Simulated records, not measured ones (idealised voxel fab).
Process module under the name voxel gate over fins
Xsec cut, 170 nm wide, square cell size 5 nm.
Square cells in a grid make up a cross-section in this document, and the grid is given as bands, listed from the top down, each one or more rows of cells.
Band: top height; bottom height; in nm. Then, left to right: material with width in nm, for each material. "everywhere": a single material spanning edge to edge. "empty": empty space.
Beneath 0, the wafer as received is one material, and that level is where height counting begins. The lowest band goes on downward without a bottom; it is written like "0 nm and below".
Read "30 to 40" as a graded width: first number on top, second number at the bottom, same change between each pair of neighbouring rows.
Given "identical to before" for a step, no cell of the cross-section differs between before and after that step.
Closed-off voids of 8+ cells (no open route to the top) go in "Enclosed void inventory", written width x height at distance from the left edge, in nm.
Text after the settings on a step's line: the simulator's own remark on that step.
Steps that use a mask can have "overlay nm" on their line. It says how far the mask sat to the right of where it was meant to be. Negative means to the left.
### The process steps that were planned are listed below
- 1: RECEIVE | material Si
- 2: CONFORMAL_DEP | material SiN | thk nm 10
- 3: DIRECTIONAL_DEP | material aC | thk nm 15
- 4: PATTERN | tone cover | mask id FINS | material resist | width nm 15 | pitch nm 45 | thk nm 30 | overlay nm 0
- 5: DIRECTIONAL_ETCH | etch materials aC | depth nm 15
- 6: STRIP | etch materials resist
- 7: DIRECTIONAL_ETCH | etch materials SiN | depth nm 10
- 8: DIRECTIONAL_ETCH | etch materials Si | depth nm 40
- 9: STRIP | etch materials aC
- 10: FILL_DEP | material SiO2 | thk nm 10
- 11: CMP | height nm 10
- 12: SELECTIVE_ETCH | etch materials SiO2 | depth nm 25
- 13: STRIP | etch materials SiN
- 14: CONFORMAL_DEP | material HfO2 | thk nm 5
- 15: CONFORMAL_DEP | material TiN | thk nm 5
- 16: CONFORMAL_DEP | material TiAl | thk nm 5
- 17: CONFORMAL_DEP | material TiN | thk nm 5
- 18: FILL_DEP | material W | thk nm 15
- 19: CMP | height nm 30
- 20: CONFORMAL_DEP | material SiCN | thk nm 10
### First wafer of two (run as planned)
### Cross-section of the wafer as it came to us, i.e., already through step 1
> 0 nm and below: Si everywhere
> Enclosed void inventory: none
### Wafer after step 2 (cross-section)
> 10 nm to 0 nm: SiN everywhere
> Heights below 0 show no change.
### Wafer after step 3 (cross-section)
> 25 nm to 10 nm: aC everywhere
> Heights below 10 show no change.
### Wafer after step 4 (cross-section)
> 55 nm to 25 nm: empty 55 / resist 15 / empty 30 / resist 15 / empty 55
> Heights below 25 show no change.
### Wafer after step 5 (cross-section)
> 40 nm to 25 nm: empty 55 / resist 15 / empty 30 / resist 15 / empty 55
> 25 nm to 10 nm: empty 55 / aC 15 / empty 30 / aC 15 / empty 55
> Heights below 10 show no change.
### Wafer after step 6 (cross-section)
> 25 nm to 10 nm: empty 55 / aC 15 / empty 30 / aC 15 / empty 55
> Heights below 10 show no change.
### Wafer after step 7 (cross-section)
> 25 nm to 10 nm: empty 55 / aC 15 / empty 30 / aC 15 / empty 55
> 10 nm to 0 nm: empty 55 / SiN 15 / empty 30 / SiN 15 / empty 55
> Heights below 0 show no change.
### Wafer after step 8 (cross-section)
> 25 nm to 10 nm: empty 55 / aC 15 / empty 30 / aC 15 / empty 55
> 10 nm to 0 nm: empty 55 / SiN 15 / empty 30 / SiN 15 / empty 55
> 0 nm to -40 nm: empty 55 / Si 15 / empty 30 / Si 15 / empty 55
> Heights below -40 show no change.
### Wafer after step 9 (cross-section)
> 10 nm to 0 nm: empty 55 / SiN 15 / empty 30 / SiN 15 / empty 55
> Heights below 0 show no change.
### Wafer after step 10 (cross-section)
> 20 nm to 10 nm: SiO2 everywhere
> 10 nm to 0 nm: SiO2 55 / SiN 15 / SiO2 30 / SiN 15 / SiO2 55
> 0 nm to -40 nm: SiO2 55 / Si 15 / SiO2 30 / Si 15 / SiO2 55
> Heights below -40 show no change.
### Wafer after step 11 (cross-section)
> 10 nm to 0 nm: SiO2 55 / SiN 15 / SiO2 30 / SiN 15 / SiO2 55
> Heights below 0 show no change.
### Wafer after step 12 (cross-section)
> 10 nm to 0 nm: empty 55 / SiN 15 / empty 30 / SiN 15 / empty 55
> 0 nm to -15 nm: empty 55 / Si 15 / empty 30 / Si 15 / empty 55
> Heights below -15 show no change.
### Wafer after step 13 (cross-section)
> 0 nm to -15 nm: empty 55 / Si 15 / empty 30 / Si 15 / empty 55
> Heights below -15 show no change.
### Wafer after step 14 (cross-section)
> 5 nm to 0 nm: empty 50 / HfO2 25 / empty 20 / HfO2 25 / empty 50
> 0 nm to -10 nm: empty 50 / HfO2 5 / Si 15 / HfO2 5 / empty 20 / HfO2 5 / Si 15 / HfO2 5 / empty 50
> -10 nm to -15 nm: HfO2 55 / Si 15 / HfO2 30 / Si 15 / HfO2 55
> Heights below -15 show no change.
### Wafer after step 15 (cross-section)
> 10 nm to 5 nm: empty 45 / TiN 35 / empty 10 / TiN 35 / empty 45
> 5 nm to 0 nm: empty 45 / TiN 5 / HfO2 25 / TiN 5 / empty 10 / TiN 5 / HfO2 25 / TiN 5 / empty 45
> 0 nm to -5 nm: empty 45 / TiN 5 / HfO2 5 / Si 15 / HfO2 5 / TiN 5 / empty 10 / TiN 5 / HfO2 5 / Si 15 / HfO2 5 / TiN 5 / empty 45
> -5 nm to -10 nm: TiN 50 / HfO2 5 / Si 15 / HfO2 5 / TiN 20 / HfO2 5 / Si 15 / HfO2 5 / TiN 50
> Heights below -10 show no change.
### Wafer after step 16 (cross-section)
> 15 nm to 10 nm: empty 40 / TiAl 90 / empty 40
> 10 nm to 5 nm: empty 40 / TiAl 5 / TiN 35 / TiAl 10 / TiN 35 / TiAl 5 / empty 40
> 5 nm to 0 nm: empty 40 / TiAl 5 / TiN 5 / HfO2 25 / TiN 5 / TiAl 10 / TiN 5 / HfO2 25 / TiN 5 / TiAl 5 / empty 40
> 0 nm to -5 nm: TiAl 45 / TiN 5 / HfO2 5 / Si 15 / HfO2 5 / TiN 5 / TiAl 10 / TiN 5 / HfO2 5 / Si 15 / HfO2 5 / TiN 5 / TiAl 45
> Heights below -5 show no change.
### Wafer after step 17 (cross-section)
> 20 nm to 15 nm: empty 35 / TiN 100 / empty 35
> 15 nm to 10 nm: empty 35 / TiN 5 / TiAl 90 / TiN 5 / empty 35
> 10 nm to 5 nm: empty 35 / TiN 5 / TiAl 5 / TiN 35 / TiAl 10 / TiN 35 / TiAl 5 / TiN 5 / empty 35
> 5 nm to 0 nm: TiN 40 / TiAl 5 / TiN 5 / HfO2 25 / TiN 5 / TiAl 10 / TiN 5 / HfO2 25 / TiN 5 / TiAl 5 / TiN 40
> Heights below 0 show no change.
### Wafer after step 18 (cross-section)
> 35 nm to 20 nm: W everywhere
> 20 nm to 15 nm: W 35 / TiN 100 / W 35
> 15 nm to 10 nm: W 35 / TiN 5 / TiAl 90 / TiN 5 / W 35
> 10 nm to 5 nm: W 35 / TiN 5 / TiAl 5 / TiN 35 / TiAl 10 / TiN 35 / TiAl 5 / TiN 5 / W 35
> Heights below 5 show no change.
### Wafer after step 19 (cross-section)
> 30 nm to 20 nm: W everywhere
> Heights below 20 show no change.
### Wafer after step 20 (cross-section)
> 40 nm to 30 nm: SiCN everywhere
> Heights below 30 show no change.
### The remaining wafer, second of the two, started like the first and was run to the same plan, except that one mistake was made along the way; the two coincide through step 11, inclusive
### Cross-section of the second wafer when, according to plan, step 12 should have finished
> 10 nm to 0 nm: SiO2 55 / empty 15 / SiO2 30 / empty 15 / SiO2 55
> Heights below 0 show no change.
### Cross-section of the second wafer when, according to plan, step 13 should have finished
> 0 nm to -15 nm: empty 55 / Si 15 / empty 30 / Si 15 / empty 55
> -15 nm to -25 nm: SiO2 30 / empty 25 / Si 15 / empty 30 / Si 15 / empty 25 / SiO2 30
> Heights below -25 show no change.
### Cross-section of the second wafer when, according to plan, step 14 should have finished
> 5 nm to 0 nm: empty 50 / HfO2 25 / empty 20 / HfO2 25 / empty 50
> 0 nm to -10 nm: empty 50 / HfO2 5 / Si 15 / HfO2 5 / empty 20 / HfO2 5 / Si 15 / HfO2 5 / empty 50
> -10 nm to -15 nm: HfO2 35 / empty 15 / HfO2 5 / Si 15 / HfO2 5 / empty 20 / HfO2 5 / Si 15 / HfO2 5 / empty 15 / HfO2 35
> -15 nm to -20 nm: SiO2 30 / HfO2 5 / empty 15 / HfO2 5 / Si 15 / HfO2 5 / empty 20 / HfO2 5 / Si 15 / HfO2 5 / empty 15 / HfO2 5 / SiO2 30
> -20 nm to -25 nm: SiO2 30 / HfO2 25 / Si 15 / HfO2 30 / Si 15 / HfO2 25 / SiO2 30
> Heights below -25 show no change.
### Cross-section of the second wafer when, according to plan, step 15 should have finished
> 10 nm to 5 nm: empty 45 / TiN 35 / empty 10 / TiN 35 / empty 45
> 5 nm to 0 nm: empty 45 / TiN 5 / HfO2 25 / TiN 5 / empty 10 / TiN 5 / HfO2 25 / TiN 5 / empty 45
> 0 nm to -5 nm: empty 45 / TiN 5 / HfO2 5 / Si 15 / HfO2 5 / TiN 5 / empty 10 / TiN 5 / HfO2 5 / Si 15 / HfO2 5 / TiN 5 / empty 45
> -5 nm to -10 nm: TiN 40 / empty 5 / TiN 5 / HfO2 5 / Si 15 / HfO2 5 / TiN 5 / empty 10 / TiN 5 / HfO2 5 / Si 15 / HfO2 5 / TiN 5 / empty 5 / TiN 40
> -10 nm to -15 nm: HfO2 35 / TiN 5 / empty 5 / TiN 5 / HfO2 5 / Si 15 / HfO2 5 / TiN 5 / empty 10 / TiN 5 / HfO2 5 / Si 15 / HfO2 5 / TiN 5 / empty 5 / TiN 5 / HfO2 35
> -15 nm to -20 nm: SiO2 30 / HfO2 5 / TiN 15 / HfO2 5 / Si 15 / HfO2 5 / TiN 20 / HfO2 5 / Si 15 / HfO2 5 / TiN 15 / HfO2 5 / SiO2 30
> Heights below -20 show no change.
### Cross-section of the second wafer when, according to plan, step 16 should have finished
> 15 nm to 10 nm: empty 40 / TiAl 90 / empty 40
> 10 nm to 5 nm: empty 40 / TiAl 5 / TiN 35 / TiAl 10 / TiN 35 / TiAl 5 / empty 40
> 5 nm to 0 nm: empty 40 / TiAl 5 / TiN 5 / HfO2 25 / TiN 5 / TiAl 10 / TiN 5 / HfO2 25 / TiN 5 / TiAl 5 / empty 40
> 0 nm to -5 nm: TiAl 45 / TiN 5 / HfO2 5 / Si 15 / HfO2 5 / TiN 5 / TiAl 10 / TiN 5 / HfO2 5 / Si 15 / HfO2 5 / TiN 5 / TiAl 45
> -5 nm to -10 nm: TiN 40 / TiAl 5 / TiN 5 / HfO2 5 / Si 15 / HfO2 5 / TiN 5 / TiAl 10 / TiN 5 / HfO2 5 / Si 15 / HfO2 5 / TiN 5 / TiAl 5 / TiN 40
> -10 nm to -15 nm: HfO2 35 / TiN 5 / TiAl 5 / TiN 5 / HfO2 5 / Si 15 / HfO2 5 / TiN 5 / TiAl 10 / TiN 5 / HfO2 5 / Si 15 / HfO2 5 / TiN 5 / TiAl 5 / TiN 5 / HfO2 35
> Heights below -15 show no change.
### Cross-section of the second wafer when, according to plan, step 17 should have finished
> 20 nm to 15 nm: empty 35 / TiN 100 / empty 35
> 15 nm to 10 nm: empty 35 / TiN 5 / TiAl 90 / TiN 5 / empty 35
> 10 nm to 5 nm: empty 35 / TiN 5 / TiAl 5 / TiN 35 / TiAl 10 / TiN 35 / TiAl 5 / TiN 5 / empty 35
> 5 nm to 0 nm: TiN 40 / TiAl 5 / TiN 5 / HfO2 25 / TiN 5 / TiAl 10 / TiN 5 / HfO2 25 / TiN 5 / TiAl 5 / TiN 40
> Heights below 0 show no change.
### Cross-section of the second wafer when, according to plan, step 18 should have finished
> 35 nm to 20 nm: W everywhere
> 20 nm to 15 nm: W 35 / TiN 100 / W 35
> 15 nm to 10 nm: W 35 / TiN 5 / TiAl 90 / TiN 5 / W 35
> 10 nm to 5 nm: W 35 / TiN 5 / TiAl 5 / TiN 35 / TiAl 10 / TiN 35 / TiAl 5 / TiN 5 / W 35
> Heights below 5 show no change.
### Cross-section of the second wafer when, according to plan, step 19 should have finished
> 30 nm to 20 nm: W everywhere
> Heights below 20 show no change.
### Cross-section of the second wafer when, according to plan, step 20 should have finished
> 40 nm to 30 nm: SiCN everywhere
> Heights below 30 show no change.
what went wrong: steps 12 and 13 of the plan were run in the wrong order, each in the other's place
Per the end-of-run cell counts, the second wafer holds more or fewer of some materials than the first: 12 more of HfO2; 32 fewer of SiO2; 8 more of TiAl; 12 more of TiN
